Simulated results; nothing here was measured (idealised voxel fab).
process module | voxel self aligned contacts
cross-section cut | 250 nm wide | cells 5 nm
A cross-section is a grid of square cells, given in bands from the top down. A band is one or more rows of cells.
Each band's line starts with the height of the band's top and of its bottom, in nm. Then come its materials from left to right, each with its width in nm. One material with "throughout" fills the band from edge to edge. "air" is empty space.
Height 0 is the level under which the wafer as received is all one material. The lowest band goes on downwards, as in "0 down".
A width such as "30 to 40" changes by the same amount from each row of cells to the next, from the band's top row to its bottom row.
"no change" after a step means that no cell of the cross-section changed.
closed voids: empty space of 8 cells or more with no open way to the top, each as width x height at its distance from the left edge, in nm
after a step's settings: what the simulator itself notes on the step
overlay nm, on a step with a mask: how far to the right of its planned place the mask lay; to the left if negative
plan
1 op RECEIVE | material Si
2 op OXIDIZE | depth nm 5
3 op DIRECTIONAL_DEP | material polySi | thk nm 25
4 op DIRECTIONAL_DEP | material SiN | thk nm 20
5 op MASKED_ETCH | tone cover | mask id GATE | width nm 25 | pitch nm 70 | etch materials SiN | depth nm 20 | overlay nm 0
6 op MASKED_ETCH | tone cover | mask id GATE | width nm 25 | pitch nm 70 | etch materials polySi | depth nm 25 | overlay nm 0
7 op CONFORMAL_DEP | material SiN | thk nm 10
8 op DIRECTIONAL_ETCH | etch materials SiN | depth nm 10
9 op FILL_DEP | material SiO2 | thk nm 15
10 op CMP | height nm 50
11 op PATTERN | tone open | mask id CONTACT | material resist | width nm 55 | thk nm 20 | overlay nm 0
12 op DIRECTIONAL_ETCH | etch materials SiO2 | depth nm 55
13 op STRIP | etch materials resist
14 op CONFORMAL_DEP | material TiN | thk nm 5
15 op FILL_DEP | material Ru | thk nm 10
16 op CMP | height nm 50
17 op CONFORMAL_DEP | material SiN | thk nm 5
as received, after step 1
  0 down: Si throughout
  closed voids: none
a wafer at the end: this start, this plan, one mistake
  55 to 50: SiN throughout
  50 to 45: SiO2 85 | TiN 30 | Ru 15 | TiN 10 | SiO2 110
  45 to 25: SiO2 65 | SiN 45 | TiN 5 | Ru 15 | TiN 5 | SiN 45 | SiO2 70
  25 to 0: SiO2 65 | SiN 10 | polySi 25 | SiN 10 | TiN 5 | Ru 15 | TiN 5 | SiN 10 | polySi 25 | SiN 10 | SiO2 70
  0 to -5: SiO2 110 | TiN 25 | SiO2 115
  -5 down: Si throughout
  closed voids: none
what went wrong: step 11 ran as: op PATTERN | tone open | mask id CONTACT | material resist | width nm 55 | thk nm 20 | overlay nm -10
